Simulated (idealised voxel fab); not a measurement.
The document below concerns the process module designated voxel quadruple lines.
We display cut, a cross-section 185 nm in width whose square cells are each 5 nm.
A cross-section is a grid of square cells, given in bands from the top down. A band is one or more rows of cells. It is stipulated that each band's entry specify, in nanometres, the height of the top of the band and then that of its bottom, followed by the materials of the band in left-to-right sequence, each together with its width in nanometres. A single material marked by the word "everywhere" is understood to fill the band from edge to edge; the word "empty" is understood to denote empty space. Height reference: 0 = level under which incoming wafer is all one material. Lowest band: no bottom, runs on downward, e.g. "z 0 and below". Think of "30 to 40" as a width that walks from the first number to the second as you go down the band, top row to bottom row, taking equal-sized steps from row to row. "remained unchanged" -> step changed no cross-section cell. Listed in "Closed empty spaces": every empty space of 8 or more cells without an open way to the top. Form: width x height at distance, the distance being from the left edge, all in nm. That trailing text on a step's line, after the settings, is the simulator's own remark on the step. overlay nm: on a step with a mask, how far right of its planned place the mask lay; negative means left.
Intended process steps:
1) RECEIVE (material Si)
2) CONFORMAL_DEP (material SiO2; thk nm 5)
3) DIRECTIONAL_DEP (material W; thk nm 10)
4) DIRECTIONAL_DEP (material polySi; thk nm 20)
5) DIRECTIONAL_DEP (material aC; thk nm 25)
6) PATTERN (tone cover; mask id MANDREL; material resist; width nm 35; thk nm 35; overlay nm 0)
7) DIRECTIONAL_ETCH (etch materials aC; depth nm 25)
8) STRIP (etch materials resist)
9) CONFORMAL_DEP (material SiO2; thk nm 15)
10) DIRECTIONAL_ETCH (etch materials SiO2; depth nm 15)
11) STRIP (etch materials aC)
12) DIRECTIONAL_ETCH (etch materials polySi; depth nm 20)
13) STRIP (etch materials SiO2)
14) CONFORMAL_DEP (material SiN; thk nm 10)
15) DIRECTIONAL_ETCH (etch materials SiN; depth nm 10)
16) STRIP (etch materials polySi)
17) DIRECTIONAL_ETCH (etch materials W; depth nm 5)
18) STRIP (etch materials SiN)
19) FILL_DEP (material SiO2; thk nm 5)
20) CMP (height nm 15)
Don't read the plan's depth nm for step 17 as applying to every wafer: that's the first wafer's value, and the wafers differ in it, though they all start identical.
After step 1, as received: first of several wafers, cross-section:
- z 0 and below = Si everywhere
- Closed empty spaces: none
End of module, by wafer: material-by-material cell gain (+) or loss (-) since receipt, then closed voids:
depth nm 5; +66 SiO2; +45 W; Closed empty spaces: none
depth nm 10; +95 SiO2; +16 W; Closed empty spaces: none
depth nm 15; +95 SiO2; +16 W; Closed empty spaces: none
depth nm 20; +95 SiO2; +16 W; Closed empty spaces: none
depth nm 25; +95 SiO2; +16 W; Closed empty spaces: none
